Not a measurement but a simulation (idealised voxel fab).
Herein follows the process module entitled voxel ribs on slabs.
It is cross-section cut that appears here, measuring 160 nm in width, its square cells being 5 nm in size.
Cross-section layout: square cells on a grid; listed as bands, top to bottom; a band spans one or more cell rows. Heights first: top, then bottom, in nm. Then materials, left to right, each with a width in nm. "throughout" on a single material: fills the band edge to edge. "empty": empty space. Height 0 is the level under which the wafer as received is all one material. The lowest band goes on downwards, as in "0 nm and below". Top row gets the first number, bottom row gets the second, and each row in between changes by the same step: that is how a band width like "30..40" works. Any step labelled "no modifications" changed none of the cells in the cross-section. What "Cavities, closed" gives you is every empty space of 8 cells or more that is cut off from the top. Each appears as width x height at distance, with the distance taken from the left edge and width, height and distance all in nm. That trailing text on a step's line, after the settings, is the simulator's own remark on the step. overlay nm: on a step with a mask, how far right of its planned place the mask lay; negative means left.
# The following list gives the planned process steps
1) RECEIVE with material Si
2) DIRECTIONAL_DEP with material SiO2, thk nm 20
3) DIRECTIONAL_DEP with material SiN, thk nm 20
4) MASKED_ETCH with tone cover, mask id RIB, width nm 25, etch materials SiN, depth nm 10, overlay nm 0
5) PATTERN with tone cover, mask id SLAB, material resist, width nm 65, thk nm 20, overlay nm 0
6) DIRECTIONAL_ETCH with etch materials SiN, depth nm 10
7) STRIP with etch materials resist
8) FILL_DEP with material SiO2, thk nm 20
9) CMP with height nm 50
10) DIRECTIONAL_DEP with material TiN, thk nm 10
11) MASKED_ETCH with tone cover, mask id HEATER, width nm 35, etch materials TiN, depth nm 10, overlay nm 0
12) CONFORMAL_DEP with material SiN, thk nm 5
# Cross-sectional view of the wafer in its as-received condition, corresponding to the state after step 1
  0 nm and below | Si throughout
  Cavities, closed: none
# Look at the cross-section after the module: the wafer started out the way shown above and the plan was the one shown above, yet one mistake was made along the way
  65 nm to 60 nm | empty 55; SiN 45; empty 60
  60 nm to 55 nm | empty 55; SiN 5; TiN 35; SiN 5; empty 60
  55 nm to 50 nm | SiN 60; TiN 35; SiN 65
  50 nm to 40 nm | SiO2 throughout
  40 nm to 30 nm | SiO2 60; SiN 25; SiO2 75
  30 nm to 20 nm | SiO2 45; SiN 65; SiO2 50
  20 nm to 0 nm | SiO2 throughout
  0 nm and below | Si throughout
  Cavities, closed: none
Deviation from plan: heads up, step 4 didn't go per plan, it actually ran as MASKED_ETCH with tone cover, mask id RIB, width nm 25, etch materials SiN, depth nm 10, overlay nm -5
